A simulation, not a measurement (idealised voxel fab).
voxel released beams: a process module
Section cut is 205 nm wide and gridded with 5 nm square cells.
Notation: cross-section as square-cell grid; stated in bands, top first, going down; one or more cell rows per band.
Within each band entry, the heights of the top and of the bottom of the band appear first, in that order and in nm; the materials of the band then follow from left to right, each with its corresponding width in nm. The designation "full width" on a single material indicates that it fills the band from edge to edge; the designation "empty" indicates empty space.
Beneath 0, the wafer as received is one material, and that level is where height counting begins. The lowest band goes on downward without a bottom; it is written like "0 nm and below".
The two numbers in a width such as "30..40" mark its ends across the band: the first belongs to the top row of cells, the second to the bottom row, and from each row to the next the width moves by the same amount.
"remained unchanged", as given for a step, is the statement that not any cell of the cross-section underwent a change during that step.
Reported under the label "Closed internal cavities" are the empty spaces having no open way to the top and comprising 8 cells or more; the notation for each is width x height at distance, in which the distance is measured from the left edge and all three values are in nm.
On a step's line, text after the settings is the simulator commenting on that step.
Among the settings permitted on a step's line is "overlay nm"; applied to a step with a mask, it specifies the extent to which the mask lay to the right of its planned position, whereas a negative figure signifies a position to the left.

-- The planned process steps are enumerated hereunder
step 1: RECEIVE, material Si
step 2: CONFORMAL_DEP, material Al2O3, thk nm 10
step 3: DIRECTIONAL_DEP, material SiO2, thk nm 15
step 4: DIRECTIONAL_DEP, material aC, thk nm 10
step 5: PATTERN, tone open, mask id ANCHOR, material resist, width nm 30, thk nm 30, overlay nm 0
step 6: DIRECTIONAL_ETCH, etch materials aC, depth nm 10
step 7: STRIP, etch materials resist
step 8: DIRECTIONAL_ETCH, etch materials SiO2, depth nm 15
step 9: STRIP, etch materials aC
step 10: CONFORMAL_DEP, material SiN, thk nm 10
step 11: PATTERN, tone cover, mask id BEAM, material resist, width nm 100, thk nm 20, overlay nm 0
step 12: DIRECTIONAL_ETCH, etch materials SiN, depth nm 10
step 13: STRIP, etch materials resist
step 14: STRIP, etch materials SiO2

-- As received (post step 1): cross-section
0 nm and below | Si full width
Closed internal cavities: none

-- Here's the wafer cut in cross-section after the module, started and planned just like above, except one thing was done wrong in the run
40 nm to 30 nm | empty (50), then SiN (15), then empty (10), then SiN (75), then empty (55)
30 nm to 25 nm | empty (55), then SiN (10), then empty (10), then SiN (10), then empty (120)
25 nm to 15 nm | empty (55), then SiN (30), then empty (120)
15 nm to 0 nm | Al2O3 full width
0 nm and below | Si full width
Closed internal cavities: none
Plan not followed: step 2, actual vs plan mismatch, actual run CONFORMAL_DEP, material Al2O3, thk nm 15
